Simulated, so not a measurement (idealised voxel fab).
process module | voxel gate over fins
cross-section cut | 150 nm wide | cells 5 nm
A cross-section is a grid of square cells, given in bands from the top down. A band is one or more rows of cells.
Each band's line starts with the height of the band's top and of its bottom, in nm. Then come its materials from left to right, each with its width in nm. One material with "throughout" fills the band from edge to edge. "air" is empty space.
Height 0 is the level under which the wafer as received is all one material. The lowest band goes on downwards, as in "0 down".
A width such as "30 to 40" changes by the same amount from each row of cells to the next, from the band's top row to its bottom row.
"no change" after a step means that no cell of the cross-section changed.
closed voids: empty space of 8 cells or more with no open way to the top, each as width x height at its distance from the left edge, in nm
after a step's settings: what the simulator itself notes on the step
overlay nm, on a step with a mask: how far to the right of its planned place the mask lay; to the left if negative
plan
1 op RECEIVE | material Si
2 op CONFORMAL_DEP | material SiN | thk nm 5
3 op MASKED_ETCH | tone cover | mask id FINS | width nm 15 | pitch nm 40 | etch materials SiN | depth nm 5 | overlay nm 0
4 op MASKED_ETCH | tone cover | mask id FINS | width nm 15 | pitch nm 40 | etch materials Si | depth nm 40 | overlay nm 0
5 op FILL_DEP | material SiO2 | thk nm 10
6 op CMP | height nm 5
7 op SELECTIVE_ETCH | etch materials SiO2 | depth nm 5
8 op STRIP | etch materials SiN
9 op CONFORMAL_DEP | material HfO2 | thk nm 5
10 op CONFORMAL_DEP | material TiN | thk nm 5
11 op FILL_DEP | material W | thk nm 15
12 op CMP | height nm 20
13 op CONFORMAL_DEP | material SiN | thk nm 5
varied across the wafers: depth nm of step 7. The plan shows the first wafer's value. All wafers start alike
first wafer as received, after step 1
  0 down: Si throughout
  closed voids: none
first wafer at the end, after step 13
  25 to 20: SiN throughout
  20 to 10: W throughout
  10 to 5: TiN throughout
  5 to 0: HfO2 throughout
  0 to -40: SiO2 25 | Si 15 | SiO2 25 | Si 15 | SiO2 25 | Si 15 | SiO2 30
  -40 down: Si throughout
  closed voids: none
last wafer at the end
  25 to 20: SiN throughout
  20 to 10: W throughout
  10 to 5: W 15 | TiN 35 | W 5 | TiN 35 | W 5 | TiN 35 | W 20
  5 to 0: W 15 | TiN 5 | HfO2 25 | TiN 5 | W 5 | TiN 5 | HfO2 25 | TiN 5 | W 5 | TiN 5 | HfO2 25 | TiN 5 | W 20
  0 to -15: W 15 | TiN 5 | HfO2 5 | Si 15 | HfO2 5 | TiN 5 | W 5 | TiN 5 | HfO2 5 | Si 15 | HfO2 5 | TiN 5 | W 5 | TiN 5 | HfO2 5 | Si 15 | HfO2 5 | TiN 5 | W 20
  -15 to -20: TiN 20 | HfO2 5 | Si 15 | HfO2 5 | TiN 15 | HfO2 5 | Si 15 | HfO2 5 | TiN 15 | HfO2 5 | Si 15 | HfO2 5 | TiN 25
  -20 to -25: HfO2 25 | Si 15 | HfO2 25 | Si 15 | HfO2 25 | Si 15 | HfO2 30
  -25 to -40: SiO2 25 | Si 15 | SiO2 25 | Si 15 | SiO2 25 | Si 15 | SiO2 30
  -40 down: Si throughout
  closed voids: none
each wafer at the end: cells of each material gained (+) or lost (-) since it was received, then its closed voids
depth nm 5 | +30 HfO2 | -168 Si | +30 SiN | +168 SiO2 | +30 TiN | +60 W | closed voids: none
depth nm 10 | +36 HfO2 | -168 Si | +30 SiN | +147 SiO2 | +36 TiN | +69 W | closed voids: none
depth nm 15 | +42 HfO2 | -168 Si | +30 SiN | +126 SiO2 | +42 TiN | +78 W | closed voids: none
depth nm 20 | +48 HfO2 | -168 Si | +30 SiN | +105 SiO2 | +48 TiN | +87 W | closed voids: none
depth nm 25 | +54 HfO2 | -168 Si | +30 SiN | +84 SiO2 | +54 TiN | +96 W | closed voids: none
depth nm 30 | +60 HfO2 | -168 Si | +30 SiN | +63 SiO2 | +60 TiN | +105 W | closed voids: none
